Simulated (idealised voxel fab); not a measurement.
process module | voxel spacer lines
cross-section cut | 140 nm wide | cells 5 nm
A cross-section is a grid of square cells, given in bands from the top down. A band is one or more rows of cells.
Each band's line starts with the height of the band's top and of its bottom, in nm. Then come its materials from left to right, each with its width in nm. One material with "throughout" fills the band from edge to edge. "air" is empty space.
Height 0 is the level under which the wafer as received is all one material. The lowest band goes on downwards, as in "0 down".
A width such as "30 to 40" changes by the same amount from each row of cells to the next, from the band's top row to its bottom row.
"no change" after a step means that no cell of the cross-section changed.
closed voids: empty space of 8 cells or more with no open way to the top, each as width x height at its distance from the left edge, in nm
after a step's settings: what the simulator itself notes on the step
overlay nm, on a step with a mask: how far to the right of its planned place the mask lay; to the left if negative
plan
1 op RECEIVE | material Si
2 op CONFORMAL_DEP | material SiO2 | thk nm 5
3 op DIRECTIONAL_DEP | material TiN | thk nm 20
4 op DIRECTIONAL_DEP | material aC | thk nm 20
5 op PATTERN | tone cover | mask id MANDREL | material resist | width nm 20 | pitch nm 60 | thk nm 30 | overlay nm 0
6 op DIRECTIONAL_ETCH | etch materials aC | depth nm 20
7 op STRIP | etch materials resist
8 op CONFORMAL_DEP | material SiN | thk nm 10
9 op DIRECTIONAL_ETCH | etch materials SiN | depth nm 10
10 op STRIP | etch materials aC
11 op DIRECTIONAL_ETCH | etch materials TiN | depth nm 20
12 op STRIP | etch materials SiN
13 op FILL_DEP | material SiO2 | thk nm 5
14 op CMP | height nm 25
first wafer, as planned
as received, after step 1
  0 down: Si throughout
  closed voids: none
after step 2
  5 to 0: SiO2 throughout
  below 0: unchanged
after step 3
  25 to 5: TiN throughout
  below 5: unchanged
after step 4
  45 to 25: aC throughout
  below 25: unchanged
after step 5
  75 to 45: air 30 | resist 20 | air 40 | resist 20 | air 30
  below 45: unchanged
after step 6
  55 to 45: air 30 | resist 20 | air 40 | resist 20 | air 30
  45 to 25: air 30 | aC 20 | air 40 | aC 20 | air 30
  below 25: unchanged
after step 7
  45 to 25: air 30 | aC 20 | air 40 | aC 20 | air 30
  below 25: unchanged
after step 8
  55 to 45: air 20 | SiN 40 | air 20 | SiN 40 | air 20
  45 to 35: air 20 | SiN 10 | aC 20 | SiN 10 | air 20 | SiN 10 | aC 20 | SiN 10 | air 20
  35 to 25: SiN 30 | aC 20 | SiN 40 | aC 20 | SiN 30
  below 25: unchanged
after step 9
  45 to 25: air 20 | SiN 10 | aC 20 | SiN 10 | air 20 | SiN 10 | aC 20 | SiN 10 | air 20
  below 25: unchanged
after step 10
  45 to 25: air 20 | SiN 10 | air 20 | SiN 10 | air 20 | SiN 10 | air 20 | SiN 10 | air 20
  below 25: unchanged
after step 11
  45 to 25: air 20 | SiN 10 | air 20 | SiN 10 | air 20 | SiN 10 | air 20 | SiN 10 | air 20
  25 to 5: air 20 | TiN 10 | air 20 | TiN 10 | air 20 | TiN 10 | air 20 | TiN 10 | air 20
  below 5: unchanged
after step 12
  25 to 5: air 20 | TiN 10 | air 20 | TiN 10 | air 20 | TiN 10 | air 20 | TiN 10 | air 20
  below 5: unchanged
after step 13
  30 to 25: SiO2 throughout
  25 to 5: SiO2 20 | TiN 10 | SiO2 20 | TiN 10 | SiO2 20 | TiN 10 | SiO2 20 | TiN 10 | SiO2 20
  below 5: unchanged
after step 14
  25 to 5: SiO2 20 | TiN 10 | SiO2 20 | TiN 10 | SiO2 20 | TiN 10 | SiO2 20 | TiN 10 | SiO2 20
  below 5: unchanged
second wafer: like start, like plan, one mistake. Through step 1 it matches the first wafer
when step 2 should have ended
  5 to 0: aC throughout
  below 0: unchanged
when step 3 should have ended
  25 to 5: TiN throughout
  below 5: unchanged
when step 4 should have ended
  45 to 25: aC throughout
  below 25: unchanged
when step 5 should have ended
  75 to 45: air 30 | resist 20 | air 40 | resist 20 | air 30
  below 45: unchanged
when step 6 should have ended
  55 to 45: air 30 | resist 20 | air 40 | resist 20 | air 30
  45 to 25: air 30 | aC 20 | air 40 | aC 20 | air 30
  below 25: unchanged
when step 7 should have ended
  45 to 25: air 30 | aC 20 | air 40 | aC 20 | air 30
  below 25: unchanged
when step 8 should have ended
  55 to 45: air 20 | SiN 40 | air 20 | SiN 40 | air 20
  45 to 35: air 20 | SiN 10 | aC 20 | SiN 10 | air 20 | SiN 10 | aC 20 | SiN 10 | air 20
  35 to 25: SiN 30 | aC 20 | SiN 40 | aC 20 | SiN 30
  below 25: unchanged
when step 9 should have ended
  45 to 25: air 20 | SiN 10 | aC 20 | SiN 10 | air 20 | SiN 10 | aC 20 | SiN 10 | air 20
  below 25: unchanged
when step 10 should have ended
  45 to 25: air 20 | SiN 10 | air 20 | SiN 10 | air 20 | SiN 10 | air 20 | SiN 10 | air 20
  below 25: unchanged
when step 11 should have ended
  45 to 25: air 20 | SiN 10 | air 20 | SiN 10 | air 20 | SiN 10 | air 20 | SiN 10 | air 20
  25 to 5: air 20 | TiN 10 | air 20 | TiN 10 | air 20 | TiN 10 | air 20 | TiN 10 | air 20
  below 5: unchanged
when step 12 should have ended
  25 to 5: air 20 | TiN 10 | air 20 | TiN 10 | air 20 | TiN 10 | air 20 | TiN 10 | air 20
  below 5: unchanged
when step 13 should have ended
  30 to 25: SiO2 throughout
  25 to 5: SiO2 20 | TiN 10 | SiO2 20 | TiN 10 | SiO2 20 | TiN 10 | SiO2 20 | TiN 10 | SiO2 20
  below 5: unchanged
when step 14 should have ended
  25 to 5: SiO2 20 | TiN 10 | SiO2 20 | TiN 10 | SiO2 20 | TiN 10 | SiO2 20 | TiN 10 | SiO2 20
  below 5: unchanged
what went wrong: step 2 ran as: op CONFORMAL_DEP | material aC | thk nm 5
at the end the second wafer has, in cells: 28 fewer of SiO2 | 28 more of aC
